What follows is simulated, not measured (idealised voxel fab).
Module name: voxel gate over fins (process module)
The figure presents cross-section cut, which has a width of 250 nm and is divided into square cells with an edge length of 5 nm.
Cross-sections here: square-cell grids, written as top-down lists of bands, a band being one or more rows of cells.
Top, bottom (nm), then materials left to right with widths (nm); lone material tagged "all across" fills the whole band edge to edge; "blank" = empty space.
The level at which height equals 0 is the one under which the wafer, as it arrives, is entirely one material. No lower edge exists for the bottom band, which continues downward and is notated as in "0 and below".
Width "30..40": first value at the band's top row of cells, second value at its bottom row, equal change from row to row.
Any step labelled "no change occurred" changed none of the cells in the cross-section.
"Unvented internal voids": sealed empty spaces, 8 cells or more, no open way to top, listed width x height at distance, with distance from the left edge and width, height and distance in nm.
That trailing text on a step's line, after the settings, is the simulator's own remark on the step.
Each step line may optionally specify "overlay nm", which for a step with a mask gives the rightward distance between the mask's planned place and where it lay, a negative value indicating the leftward direction.

Process steps foreseen in the plan
1 RECEIVE: material Si
2 CONFORMAL_DEP: material SiN, thk nm 5
3 PATTERN: tone cover, mask id FINS, material resist, width nm 15, pitch nm 50, thk nm 20, overlay nm 0
4 DIRECTIONAL_ETCH: etch materials SiN, depth nm 5
5 DIRECTIONAL_ETCH: etch materials Si, depth nm 35
6 STRIP: etch materials resist
7 OXIDIZE: depth nm 5
8 FILL_DEP: material SiO2, thk nm 15
9 CMP: height nm 5
10 PATTERN: tone open, mask id RAIL, material resist, width nm 15, thk nm 20, overlay nm 0
11 DIRECTIONAL_ETCH: etch materials SiO2, depth nm 35
12 STRIP: etch materials resist
13 CONFORMAL_DEP: material TiN, thk nm 5
14 FILL_DEP: material W, thk nm 5
15 CMP: height nm 5
16 SELECTIVE_ETCH: etch materials W Ru TiN, depth nm 25
17 FILL_DEP: material SiO2, thk nm 5
18 CMP: height nm 5
19 SELECTIVE_ETCH: etch materials SiO2, depth nm 20
20 STRIP: etch materials SiN
21 CONFORMAL_DEP: material HfO2, thk nm 5
22 CONFORMAL_DEP: material TiN, thk nm 5
23 FILL_DEP: material W, thk nm 10
24 CMP: height nm 15
25 CONFORMAL_DEP: material SiN, thk nm 5

Below: the first of two wafers, run as planned

Incoming wafer, cross-sectional view, post step 1
* 0 and below  Si all across
* Unvented internal voids: none

Wafer section view after processing step 2
* 5 down to 0  SiN all across
* Anything lower than 0 is untouched.

Wafer section view after processing step 3
* 25 down to 5  65 blank; 15 resist; 35 blank; 15 resist; 35 blank; 15 resist; 70 blank
* Anything lower than 5 is untouched.

Wafer section view after processing step 4
* 25 down to 5  65 blank; 15 resist; 35 blank; 15 resist; 35 blank; 15 resist; 70 blank
* 5 down to 0  65 blank; 15 SiN; 35 blank; 15 SiN; 35 blank; 15 SiN; 70 blank
* Anything lower than 0 is untouched.

Wafer section view after processing step 5
* 25 down to 5  65 blank; 15 resist; 35 blank; 15 resist; 35 blank; 15 resist; 70 blank
* 5 down to 0  65 blank; 15 SiN; 35 blank; 15 SiN; 35 blank; 15 SiN; 70 blank
* 0 down to -35  65 blank; 15 Si; 35 blank; 15 Si; 35 blank; 15 Si; 70 blank
* Anything lower than -35 is untouched.

Wafer section view after processing step 6
* 5 down to 0  65 blank; 15 SiN; 35 blank; 15 SiN; 35 blank; 15 SiN; 70 blank
* Anything lower than 0 is untouched.

Wafer section view after processing step 7
* 5 down to 0  65 blank; 15 SiN; 35 blank; 15 SiN; 35 blank; 15 SiN; 70 blank
* 0 down to -35  65 blank; 5 SiO2; 5 Si; 5 SiO2; 35 blank; 5 SiO2; 5 Si; 5 SiO2; 35 blank; 5 SiO2; 5 Si; 5 SiO2; 70 blank
* -35 down to -40  70 SiO2; 5 Si; 45 SiO2; 5 Si; 45 SiO2; 5 Si; 75 SiO2
* Anything lower than -40 is untouched.

Wafer section view after processing step 8
* 20 down to 5  SiO2 all across
* 5 down to 0  65 SiO2; 15 SiN; 35 SiO2; 15 SiN; 35 SiO2; 15 SiN; 70 SiO2
* 0 down to -40  70 SiO2; 5 Si; 45 SiO2; 5 Si; 45 SiO2; 5 Si; 75 SiO2
* Anything lower than -40 is untouched.

Wafer section view after processing step 9
* 5 down to 0  65 SiO2; 15 SiN; 35 SiO2; 15 SiN; 35 SiO2; 15 SiN; 70 SiO2
* Anything lower than 0 is untouched.

Wafer section view after processing step 10
* 25 down to 5  90 resist; 15 blank; 145 resist
* Anything lower than 5 is untouched.

Wafer section view after processing step 11
* 25 down to 5  90 resist; 15 blank; 145 resist
* 5 down to 0  65 SiO2; 15 SiN; 10 SiO2; 15 blank; 10 SiO2; 15 SiN; 35 SiO2; 15 SiN; 70 SiO2
* 0 down to -30  70 SiO2; 5 Si; 15 SiO2; 15 blank; 15 SiO2; 5 Si; 45 SiO2; 5 Si; 75 SiO2
* Anything lower than -30 is untouched.

Wafer section view after processing step 12
* 5 down to 0  65 SiO2; 15 SiN; 10 SiO2; 15 blank; 10 SiO2; 15 SiN; 35 SiO2; 15 SiN; 70 SiO2
* Anything lower than 0 is untouched.

Wafer section view after processing step 13
* 10 down to 5  95 TiN; 5 blank; 150 TiN
* 5 down to 0  65 SiO2; 15 SiN; 10 SiO2; 5 TiN; 5 blank; 5 TiN; 10 SiO2; 15 SiN; 35 SiO2; 15 SiN; 70 SiO2
* 0 down to -25  70 SiO2; 5 Si; 15 SiO2; 5 TiN; 5 blank; 5 TiN; 15 SiO2; 5 Si; 45 SiO2; 5 Si; 75 SiO2
* -25 down to -30  70 SiO2; 5 Si; 15 SiO2; 15 TiN; 15 SiO2; 5 Si; 45 SiO2; 5 Si; 75 SiO2
* Anything lower than -30 is untouched.

Wafer section view after processing step 14
* 15 down to 10  W all across
* 10 down to 5  95 TiN; 5 W; 150 TiN
* 5 down to 0  65 SiO2; 15 SiN; 10 SiO2; 5 TiN; 5 W; 5 TiN; 10 SiO2; 15 SiN; 35 SiO2; 15 SiN; 70 SiO2
* 0 down to -25  70 SiO2; 5 Si; 15 SiO2; 5 TiN; 5 W; 5 TiN; 15 SiO2; 5 Si; 45 SiO2; 5 Si; 75 SiO2
* Anything lower than -25 is untouched.

Wafer section view after processing step 15
* 5 down to 0  65 SiO2; 15 SiN; 10 SiO2; 5 TiN; 5 W; 5 TiN; 10 SiO2; 15 SiN; 35 SiO2; 15 SiN; 70 SiO2
* Anything lower than 0 is untouched.

Wafer section view after processing step 16
* 5 down to 0  65 SiO2; 15 SiN; 10 SiO2; 15 blank; 10 SiO2; 15 SiN; 35 SiO2; 15 SiN; 70 SiO2
* 0 down to -20  70 SiO2; 5 Si; 15 SiO2; 15 blank; 15 SiO2; 5 Si; 45 SiO2; 5 Si; 75 SiO2
* Anything lower than -20 is untouched.

Wafer section view after processing step 17
* 10 down to 5  SiO2 all across
* 5 down to 0  65 SiO2; 15 SiN; 35 SiO2; 15 SiN; 35 SiO2; 15 SiN; 70 SiO2
* 0 down to -20  70 SiO2; 5 Si; 45 SiO2; 5 Si; 45 SiO2; 5 Si; 75 SiO2
* Anything lower than -20 is untouched.

Wafer section view after processing step 18
* 5 down to 0  65 SiO2; 15 SiN; 35 SiO2; 15 SiN; 35 SiO2; 15 SiN; 70 SiO2
* Anything lower than 0 is untouched.

Wafer section view after processing step 19
* 5 down to 0  65 blank; 15 SiN; 35 blank; 15 SiN; 35 blank; 15 SiN; 70 blank
* 0 down to -15  70 blank; 5 Si; 45 blank; 5 Si; 45 blank; 5 Si; 75 blank
* Anything lower than -15 is untouched.

Wafer section view after processing step 20
* 0 down to -15  70 blank; 5 Si; 45 blank; 5 Si; 45 blank; 5 Si; 75 blank
* Anything lower than -15 is untouched.

Wafer section view after processing step 21
* 5 down to 0  65 blank; 15 HfO2; 35 blank; 15 HfO2; 35 blank; 15 HfO2; 70 blank
* 0 down to -10  65 blank; 5 HfO2; 5 Si; 5 HfO2; 35 blank; 5 HfO2; 5 Si; 5 HfO2; 35 blank; 5 HfO2; 5 Si; 5 HfO2; 70 blank
* -10 down to -15  70 HfO2; 5 Si; 45 HfO2; 5 Si; 45 HfO2; 5 Si; 75 HfO2
* Anything lower than -15 is untouched.

Wafer section view after processing step 22
* 10 down to 5  60 blank; 25 TiN; 25 blank; 25 TiN; 25 blank; 25 TiN; 65 blank
* 5 down to 0  60 blank; 5 TiN; 15 HfO2; 5 TiN; 25 blank; 5 TiN; 15 HfO2; 5 TiN; 25 blank; 5 TiN; 15 HfO2; 5 TiN; 65 blank
* 0 down to -5  60 blank; 5 TiN; 5 HfO2; 5 Si; 5 HfO2; 5 TiN; 25 blank; 5 TiN; 5 HfO2; 5 Si; 5 HfO2; 5 TiN; 25 blank; 5 TiN; 5 HfO2; 5 Si; 5 HfO2; 5 TiN; 65 blank
* -5 down to -10  65 TiN; 5 HfO2; 5 Si; 5 HfO2; 35 TiN; 5 HfO2; 5 Si; 5 HfO2; 35 TiN; 5 HfO2; 5 Si; 5 HfO2; 70 TiN
* Anything lower than -10 is untouched.

Wafer section view after processing step 23
* 20 down to 10  W all across
* 10 down to 5  60 W; 25 TiN; 25 W; 25 TiN; 25 W; 25 TiN; 65 W
* 5 down to 0  60 W; 5 TiN; 15 HfO2; 5 TiN; 25 W; 5 TiN; 15 HfO2; 5 TiN; 25 W; 5 TiN; 15 HfO2; 5 TiN; 65 W
* 0 down to -5  60 W; 5 TiN; 5 HfO2; 5 Si; 5 HfO2; 5 TiN; 25 W; 5 TiN; 5 HfO2; 5 Si; 5 HfO2; 5 TiN; 25 W; 5 TiN; 5 HfO2; 5 Si; 5 HfO2; 5 TiN; 65 W
* Anything lower than -5 is untouched.

Wafer section view after processing step 24
* 15 down to 10  W all across
* Anything lower than 10 is untouched.

Wafer section view after processing step 25
* 20 down to 15  SiN all across
* Anything lower than 15 is untouched.

Regarding the second of the two wafers: it shared the first wafer's starting condition and process plan, yet one error occurred during its execution. Its history coincides with that of the first wafer up to and including step 9

Second wafer, sectioned view, at step 10's planned end time
* 25 down to 5  85 resist; 15 blank; 150 resist
* Anything lower than 5 is untouched.

Second wafer, sectioned view, at step 11's planned end time
* 25 down to 5  85 resist; 15 blank; 150 resist
* 5 down to 0  65 SiO2; 15 SiN; 5 SiO2; 15 blank; 15 SiO2; 15 SiN; 35 SiO2; 15 SiN; 70 SiO2
* 0 down to -30  70 SiO2; 5 Si; 10 SiO2; 15 blank; 20 SiO2; 5 Si; 45 SiO2; 5 Si; 75 SiO2
* Anything lower than -30 is untouched.

Second wafer, sectioned view, at step 12's planned end time
* 5 down to 0  65 SiO2; 15 SiN; 5 SiO2; 15 blank; 15 SiO2; 15 SiN; 35 SiO2; 15 SiN; 70 SiO2
* Anything lower than 0 is untouched.

Second wafer, sectioned view, at step 13's planned end time
* 10 down to 5  90 TiN; 5 blank; 155 TiN
* 5 down to 0  65 SiO2; 15 SiN; 5 SiO2; 5 TiN; 5 blank; 5 TiN; 15 SiO2; 15 SiN; 35 SiO2; 15 SiN; 70 SiO2
* 0 down to -25  70 SiO2; 5 Si; 10 SiO2; 5 TiN; 5 blank; 5 TiN; 20 SiO2; 5 Si; 45 SiO2; 5 Si; 75 SiO2
* -25 down to -30  70 SiO2; 5 Si; 10 SiO2; 15 TiN; 20 SiO2; 5 Si; 45 SiO2; 5 Si; 75 SiO2
* Anything lower than -30 is untouched.

Second wafer, sectioned view, at step 14's planned end time
* 15 down to 10  W all across
* 10 down to 5  90 TiN; 5 W; 155 TiN
* 5 down to 0  65 SiO2; 15 SiN; 5 SiO2; 5 TiN; 5 W; 5 TiN; 15 SiO2; 15 SiN; 35 SiO2; 15 SiN; 70 SiO2
* 0 down to -25  70 SiO2; 5 Si; 10 SiO2; 5 TiN; 5 W; 5 TiN; 20 SiO2; 5 Si; 45 SiO2; 5 Si; 75 SiO2
* Anything lower than -25 is untouched.

Second wafer, sectioned view, at step 15's planned end time
* 5 down to 0  65 SiO2; 15 SiN; 5 SiO2; 5 TiN; 5 W; 5 TiN; 15 SiO2; 15 SiN; 35 SiO2; 15 SiN; 70 SiO2
* Anything lower than 0 is untouched.

Second wafer, sectioned view, at step 16's planned end time
* 5 down to 0  65 SiO2; 15 SiN; 5 SiO2; 15 blank; 15 SiO2; 15 SiN; 35 SiO2; 15 SiN; 70 SiO2
* 0 down to -20  70 SiO2; 5 Si; 10 SiO2; 15 blank; 20 SiO2; 5 Si; 45 SiO2; 5 Si; 75 SiO2
* Anything lower than -20 is untouched.

Second wafer, sectioned view, at step 17's planned end time
* 10 down to 5  SiO2 all across
* 5 down to 0  65 SiO2; 15 SiN; 35 SiO2; 15 SiN; 35 SiO2; 15 SiN; 70 SiO2
* 0 down to -20  70 SiO2; 5 Si; 45 SiO2; 5 Si; 45 SiO2; 5 Si; 75 SiO2
* Anything lower than -20 is untouched.

Second wafer, sectioned view, at step 18's planned end time
* 5 down to 0  65 SiO2; 15 SiN; 35 SiO2; 15 SiN; 35 SiO2; 15 SiN; 70 SiO2
* Anything lower than 0 is untouched.

Second wafer, sectioned view, at step 19's planned end time
* 5 down to 0  65 blank; 15 SiN; 35 blank; 15 SiN; 35 blank; 15 SiN; 70 blank
* 0 down to -15  70 blank; 5 Si; 45 blank; 5 Si; 45 blank; 5 Si; 75 blank
* Anything lower than -15 is untouched.

Second wafer, sectioned view, at step 20's planned end time
* 0 down to -15  70 blank; 5 Si; 45 blank; 5 Si; 45 blank; 5 Si; 75 blank
* Anything lower than -15 is untouched.

Second wafer, sectioned view, at step 21's planned end time
* 5 down to 0  65 blank; 15 HfO2; 35 blank; 15 HfO2; 35 blank; 15 HfO2; 70 blank
* 0 down to -10  65 blank; 5 HfO2; 5 Si; 5 HfO2; 35 blank; 5 HfO2; 5 Si; 5 HfO2; 35 blank; 5 HfO2; 5 Si; 5 HfO2; 70 blank
* -10 down to -15  70 HfO2; 5 Si; 45 HfO2; 5 Si; 45 HfO2; 5 Si; 75 HfO2
* Anything lower than -15 is untouched.

Second wafer, sectioned view, at step 22's planned end time
* 10 down to 5  60 blank; 25 TiN; 25 blank; 25 TiN; 25 blank; 25 TiN; 65 blank
* 5 down to 0  60 blank; 5 TiN; 15 HfO2; 5 TiN; 25 blank; 5 TiN; 15 HfO2; 5 TiN; 25 blank; 5 TiN; 15 HfO2; 5 TiN; 65 blank
* 0 down to -5  60 blank; 5 TiN; 5 HfO2; 5 Si; 5 HfO2; 5 TiN; 25 blank; 5 TiN; 5 HfO2; 5 Si; 5 HfO2; 5 TiN; 25 blank; 5 TiN; 5 HfO2; 5 Si; 5 HfO2; 5 TiN; 65 blank
* -5 down to -10  65 TiN; 5 HfO2; 5 Si; 5 HfO2; 35 TiN; 5 HfO2; 5 Si; 5 HfO2; 35 TiN; 5 HfO2; 5 Si; 5 HfO2; 70 TiN
* Anything lower than -10 is untouched.

Second wafer, sectioned view, at step 23's planned end time
* 20 down to 10  W all across
* 10 down to 5  60 W; 25 TiN; 25 W; 25 TiN; 25 W; 25 TiN; 65 W
* 5 down to 0  60 W; 5 TiN; 15 HfO2; 5 TiN; 25 W; 5 TiN; 15 HfO2; 5 TiN; 25 W; 5 TiN; 15 HfO2; 5 TiN; 65 W
* 0 down to -5  60 W; 5 TiN; 5 HfO2; 5 Si; 5 HfO2; 5 TiN; 25 W; 5 TiN; 5 HfO2; 5 Si; 5 HfO2; 5 TiN; 25 W; 5 TiN; 5 HfO2; 5 Si; 5 HfO2; 5 TiN; 65 W
* Anything lower than -5 is untouched.

Second wafer, sectioned view, at step 24's planned end time
* 15 down to 10  W all across
* Anything lower than 10 is untouched.

Second wafer, sectioned view, at step 25's planned end time
* 20 down to 15  SiN all across
* Anything lower than 15 is untouched.
In executing the process, a mistake was made relative to the plan: the process deviated at step 10: the operation and settings actually run there were PATTERN: tone open, mask id RAIL, material resist, width nm 15, thk nm 20, overlay nm -5
Cell counts per material: same on both final wafers. Positions: different.
